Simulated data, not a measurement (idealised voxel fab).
The process module that follows is named voxel wiring stack.
In the cross-section labelled cut, the width is 285 nm and each square cell is 5 nm.
In what follows, cross-sections appear as grids of square cells, described through bands that run from the top down, where every band is one or more rows of cells. What a band's entry tells you: where the top is and where the bottom is, as heights in nm, and after that what lies inside, material by material from left to right, each with its width in nm. Empty space is written as the word "empty", and a single material marked with the word "everywhere" occupies the band from edge to edge. Counting heights begins at 0, where everything beneath is, in the wafer as received, one material. The lowest band has no bottom; it goes on downwards, as "0 down" shows. Quick explanation for "30 to 40": the width changes in equal steps down the rows of cells, from the first number in the band's top row to the second number in its bottom row. When a step is marked "no modification", none of the cells in the cross-section changed during that step. Entry "Trapped cavities". Content: empty spaces with no open connection to the top, size 8 cells or greater. Each: width x height at distance. Distance: from left edge. Unit: nm. On each step's line, the part that comes after the settings is the simulator's own comment on the step. The line of a step may include "overlay nm". On a step with a mask, this value is how far to the right of its planned place the mask lay. A negative value means the mask lay to the left.
Set out below are the planned steps of the process:
1) RECEIVE with material Si
2) CONFORMAL_DEP with material SiO2, thk nm 10
3) CONFORMAL_DEP with material SiN, thk nm 5
4) DIRECTIONAL_DEP with material lowk, thk nm 25
5) MASKED_ETCH with tone open, mask id METAL_1, width nm 25, pitch nm 55, etch materials lowk, depth nm 25, overlay nm 0
6) MASKED_ETCH with tone open, mask id METAL_1, width nm 25, pitch nm 55, etch materials SiN, depth nm 5, overlay nm 0
7) CONFORMAL_DEP with material TiN, thk nm 5
8) FILL_DEP with material Cu, thk nm 5
9) CMP with height nm 40
10) CONFORMAL_DEP with material SiCN, thk nm 5
11) DIRECTIONAL_DEP with material SiO2, thk nm 25
12) DIRECTIONAL_DEP with material aC, thk nm 10
13) PATTERN with tone open, mask id METAL_2_HOLES, material resist, width nm 15, thk nm 30, overlay nm 0
14) DIRECTIONAL_ETCH with etch materials aC, depth nm 10
15) STRIP with etch materials resist
16) DIRECTIONAL_ETCH with etch materials SiO2, depth nm 25
17) STRIP with etch materials aC
18) MASKED_ETCH with tone open, mask id METAL_2, width nm 15, pitch nm 55, etch materials SiO2, depth nm 15, overlay nm 0
19) MASKED_ETCH with tone open, mask id METAL_2, width nm 25, pitch nm 55, etch materials SiCN, depth nm 5, overlay nm 0
20) CONFORMAL_DEP with material TiN, thk nm 5
21) FILL_DEP with material Cu, thk nm 5
22) CMP with height nm 70
23) CONFORMAL_DEP with material SiCN, thk nm 5
24) DIRECTIONAL_DEP with material SiO2, thk nm 30
25) MASKED_ETCH with tone open, mask id METAL_3, width nm 25, pitch nm 55, etch materials SiO2, depth nm 20, overlay nm 0
26) DIRECTIONAL_DEP with material aC, thk nm 10
27) PATTERN with tone open, mask id METAL_3_HOLES, material resist, width nm 15, pitch nm 55, thk nm 25, overlay nm 0
28) DIRECTIONAL_ETCH with etch materials aC, depth nm 10
29) STRIP with etch materials resist
30) DIRECTIONAL_ETCH with etch materials SiO2, depth nm 10
31) DIRECTIONAL_ETCH with etch materials SiCN, depth nm 5
32) STRIP with etch materials aC
33) CONFORMAL_DEP with material TiN, thk nm 5
34) FILL_DEP with material Cu, thk nm 5
35) CMP with height nm 105
36) CONFORMAL_DEP with material SiCN, thk nm 5
37) DIRECTIONAL_DEP with material SiO2, thk nm 25
38) PATTERN with tone open, mask id METAL_4_HOLES, material resist, width nm 15, pitch nm 55, thk nm 20, overlay nm 0
39) DIRECTIONAL_ETCH with etch materials SiO2, depth nm 25
40) STRIP with etch materials resist
41) PATTERN with tone open, mask id METAL_4, material resist, width nm 25, pitch nm 55, thk nm 20, overlay nm 0
42) DIRECTIONAL_ETCH with etch materials SiO2, depth nm 15
43) DIRECTIONAL_ETCH with etch materials SiCN, depth nm 5
44) STRIP with etch materials resist
45) CONFORMAL_DEP with material TiN, thk nm 5
46) FILL_DEP with material Cu, thk nm 10
47) CMP with height nm 135
48) CONFORMAL_DEP with material SiN, thk nm 5
It is noted that the wafers described herein are identical at the outset and are distinguished by the width nm of step 18; the value stated in the plan corresponds to the first wafer.
Cross-section of the first of several wafers on receipt, reflecting completion of step 1:
  0 down | Si everywhere
  Trapped cavities: none
Cross-sectional representation of the first of several wafers at the end of the module, i.e. after its terminal step, step 48:
  140 to 135 | SiN everywhere
  135 to 125 | 100 SiO2 | 5 TiN | 15 Cu | 5 TiN | 30 SiO2 | 5 TiN | 15 Cu | 5 TiN | 105 SiO2
  125 to 120 | 100 SiO2 | 5 TiN | 5 Cu | 15 TiN | 30 SiO2 | 5 TiN | 5 Cu | 15 TiN | 105 SiO2
  120 to 110 | 100 SiO2 | 5 TiN | 5 Cu | 5 TiN | 40 SiO2 | 5 TiN | 5 Cu | 5 TiN | 115 SiO2
  110 to 105 | 100 SiCN | 15 TiN | 40 SiCN | 15 TiN | 115 SiCN
  105 to 90 | 100 SiO2 | 5 TiN | 15 Cu | 5 TiN | 30 SiO2 | 5 TiN | 15 Cu | 5 TiN | 105 SiO2
  90 to 85 | 100 SiO2 | 5 TiN | 5 Cu | 15 TiN | 30 SiO2 | 5 TiN | 5 Cu | 15 TiN | 105 SiO2
  85 to 75 | 100 SiO2 | 5 TiN | 5 Cu | 5 TiN | 40 SiO2 | 5 TiN | 5 Cu | 5 TiN | 115 SiO2
  75 to 70 | 100 SiCN | 15 TiN | 40 SiCN | 15 TiN | 115 SiCN
  70 to 60 | 100 SiO2 | 5 TiN | 10 Cu | 5 TiN | 40 SiO2 | 5 TiN | 5 Cu | 5 TiN | 110 SiO2
  60 to 55 | 100 SiO2 | 5 TiN | 5 Cu | 10 TiN | 40 SiO2 | 15 TiN | 110 SiO2
  55 to 45 | 100 SiO2 | 5 TiN | 5 Cu | 5 TiN | 170 SiO2
  45 to 40 | 100 SiCN | 15 TiN | 170 SiCN
  40 to 15 | 100 lowk | 5 TiN | 15 Cu | 5 TiN | 30 lowk | 5 TiN | 15 Cu | 5 TiN | 105 lowk
  15 to 10 | 100 SiN | 25 TiN | 30 SiN | 25 TiN | 105 SiN
  10 to 0 | SiO2 everywhere
  0 down | Si everywhere
  Trapped cavities: none
Last wafer x-sec, end of module:
  140 to 135 | SiN everywhere
  135 to 125 | 100 SiO2 | 5 TiN | 15 Cu | 5 TiN | 30 SiO2 | 5 TiN | 15 Cu | 5 TiN | 105 SiO2
  125 to 120 | 100 SiO2 | 5 TiN | 5 Cu | 15 TiN | 30 SiO2 | 5 TiN | 5 Cu | 15 TiN | 105 SiO2
  120 to 110 | 100 SiO2 | 5 TiN | 5 Cu | 5 TiN | 40 SiO2 | 5 TiN | 5 Cu | 5 TiN | 115 SiO2
  110 to 105 | 100 SiCN | 15 TiN | 40 SiCN | 15 TiN | 115 SiCN
  105 to 90 | 100 SiO2 | 5 TiN | 15 Cu | 5 TiN | 30 SiO2 | 5 TiN | 15 Cu | 5 TiN | 105 SiO2
  90 to 85 | 100 SiO2 | 5 TiN | 5 Cu | 15 TiN | 30 SiO2 | 5 TiN | 5 Cu | 15 TiN | 105 SiO2
  85 to 75 | 100 SiO2 | 5 TiN | 5 Cu | 5 TiN | 40 SiO2 | 5 TiN | 5 Cu | 5 TiN | 115 SiO2
  75 to 70 | 100 SiCN | 15 TiN | 40 SiCN | 15 TiN | 115 SiCN
  70 to 60 | 95 SiO2 | 5 TiN | 30 Cu | 5 TiN | 15 SiO2 | 5 TiN | 30 Cu | 5 TiN | 95 SiO2
  60 to 55 | 95 SiO2 | 10 TiN | 5 Cu | 25 TiN | 15 SiO2 | 40 TiN | 95 SiO2
  55 to 45 | 100 SiO2 | 5 TiN | 5 Cu | 5 TiN | 170 SiO2
  45 to 40 | 100 SiCN | 15 TiN | 170 SiCN
  40 to 15 | 100 lowk | 5 TiN | 15 Cu | 5 TiN | 30 lowk | 5 TiN | 15 Cu | 5 TiN | 105 lowk
  15 to 10 | 100 SiN | 25 TiN | 30 SiN | 25 TiN | 105 SiN
  10 to 0 | SiO2 everywhere
  0 down | Si everywhere
  Trapped cavities: none
Below is a per-wafer table. In it, each row describes the wafer at the end of the module by giving, for each material, the number of cells gained (+) or lost (-) since the wafer was received, and after that the closed voids of the wafer:
width nm 15; +81 Cu; +156 SiCN; +104 SiN; +905 SiO2; +115 TiN; +235 lowk; Trapped cavities: none
width nm 20; +85 Cu; +156 SiCN; +104 SiN; +899 SiO2; +117 TiN; +235 lowk; Trapped cavities: none
width nm 25; +87 Cu; +156 SiCN; +104 SiN; +896 SiO2; +118 TiN; +235 lowk; Trapped cavities: none
width nm 30; +91 Cu; +156 SiCN; +104 SiN; +890 SiO2; +120 TiN; +235 lowk; Trapped cavities: none
width nm 35; +95 Cu; +156 SiCN; +104 SiN; +884 SiO2; +122 TiN; +235 lowk; Trapped cavities: none
width nm 40; +99 Cu; +156 SiCN; +104 SiN; +878 SiO2; +124 TiN; +235 lowk; Trapped cavities: none
